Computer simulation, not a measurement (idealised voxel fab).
Process module under the name voxel released beams
cross-section cut | 280 nm wide | cells 5 nm
The cross-sections in this document take the form of a grid made of square cells. They are written out as bands, in order from top to bottom. Each band consists of one or more rows of cells.
What a band's entry tells you: where the top is and where the bottom is, as heights in nm, and after that what lies inside, material by material from left to right, each with its width in nm. Empty space is written as the word "empty", and a single material marked with the word "full width" occupies the band from edge to edge.
Heads up on the height convention: 0 is the point under which the incoming wafer is all one material, and the lowest band has no bottom, it just keeps going down, like "from 0 down".
With a width like "30..40", each row of cells in the band differs from the next by the same amount, the top row carrying the first number and the bottom row the second.
"nothing got changed" (step): cross-section cells unchanged, all of them.
Basically, "Sealed voids" tells you about the enclosed voids: empty spaces with no open way to the top, 8 cells or bigger, each written width x height at distance, where distance is from the left edge, all in nm.
Formally, on a step line, whatever follows the settings is a remark that the simulator itself makes on the step.
overlay nm: step with mask; distance mask lay right of planned place; negative value = left of planned place.
Steps planned for the process
1: RECEIVE [material Si]
2: CONFORMAL_DEP [material Al2O3] [thk nm 5]
3: DIRECTIONAL_DEP [material SiO2] [thk nm 10]
4: DIRECTIONAL_DEP [material aC] [thk nm 10]
5: PATTERN [tone open] [mask id ANCHOR] [material resist] [width nm 40] [thk nm 25] [overlay nm 0]
6: DIRECTIONAL_ETCH [etch materials aC] [depth nm 10]
7: STRIP [etch materials resist]
8: DIRECTIONAL_ETCH [etch materials SiO2] [depth nm 10]
9: STRIP [etch materials aC]
10: CONFORMAL_DEP [material SiN] [thk nm 15]
11: MASKED_ETCH [tone cover] [mask id BEAM] [width nm 85] [etch materials SiN] [depth nm 15] [overlay nm 0]
12: STRIP [etch materials SiO2]
As received (post step 1): cross-section
from 0 down: Si full width
Sealed voids: none
Module complete - cross-section of the first of two wafers, run according to plan
from 30 to 20: empty=95, SiN=20, empty=10, SiN=55, empty=100
from 20 to 15: empty=95, SiN=85, empty=100
from 15 to 5: empty=100, SiN=40, empty=140
from 5 to 0: Al2O3 full width
from 0 down: Si full width
Sealed voids: none
Cross-sectional image of the second wafer of the two following completion of the module. Starting state and process plan were the same as for the first wafer; one execution error occurred
from 40 to 25: empty=95, SiN=85, empty=100
from 25 to 15: SiN full width
from 15 to 5: SiO2=100, SiN=40, SiO2=140
from 5 to 0: Al2O3 full width
from 0 down: Si full width
Sealed voids: none
Heads up, the wafer didn't run the way we planned it: the process deviated at step 10: the operation and settings actually run there were CONFORMAL_DEP [material SiN] [thk nm 25]
Cell-count delta at end, second wafer over first, by material: 116 more of SiN; 96 more of SiO2
